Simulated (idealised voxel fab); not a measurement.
This section sets out a process module, namely voxel released beams.
Cross-section cut: width 255 nm, square cells of 5 nm.
When this document writes out a cross-section, it uses a grid of square cells and lists it as bands, beginning at the top and moving down, with a band standing for one or more rows of cells.
Each band's line starts with the height of the band's top and of its bottom, in nm. Then come its materials from left to right, each with its width in nm. One material with "all across" fills the band from edge to edge. "blank" is empty space.
Basically, 0 is our baseline, since under it the wafer straight out of the box is all one material. The bottom band has no lower end and keeps on going down, so it looks like "0 nm and below".
A two-number width, for instance "30 to 40", indicates that the width is equal to the first number in the top row of the band and to the second number in the bottom row, and that it changes by a constant amount per row of cells.
No cell of the cross-section changed in a step that is given as "no alteration".
The entry titled "Completely enclosed voids" provides the empty spaces that have no open way to the top, restricted to those of 8 cells or more. Each is presented as width x height at distance, the distance being measured from the left edge, with all three in nm.
Anything after a step's settings on that line? It's the simulator's own note about the step.
overlay nm: mask offset rightward from planned place, masked step; negative means leftward offset.
# plan
1 RECEIVE, material Si
2 CONFORMAL_DEP, material SiN, thk nm 5
3 DIRECTIONAL_DEP, material SiO2, thk nm 20
4 MASKED_ETCH, tone open, mask id ANCHOR, width nm 35, etch materials SiO2, depth nm 20, overlay nm 0
5 CONFORMAL_DEP, material W, thk nm 10
6 DIRECTIONAL_DEP, material aC, thk nm 15
7 PATTERN, tone cover, mask id BEAM, material resist, width nm 85, thk nm 30, overlay nm 0
8 DIRECTIONAL_ETCH, etch materials aC, depth nm 15
9 STRIP, etch materials resist
10 DIRECTIONAL_ETCH, etch materials W, depth nm 10
11 STRIP, etch materials aC
12 STRIP, etch materials SiO2
# Wafer cross-section on receipt, i.e. after step 1
- 0 nm and below  Si all across
- Completely enclosed voids: none
# Module complete, cross-section. Starting point and plan per above. One mistake made in running the module
- 35 nm to 25 nm  blank: 80 | W: 85 | blank: 90
- 25 nm to 20 nm  SiN all across
- 20 nm to 0 nm  SiO2 all across
- 0 nm and below  Si all across
- Completely enclosed voids: none
So what did we get wrong on this run? the processing plan was not followed for steps 2 and 3, which were run with their positions exchanged
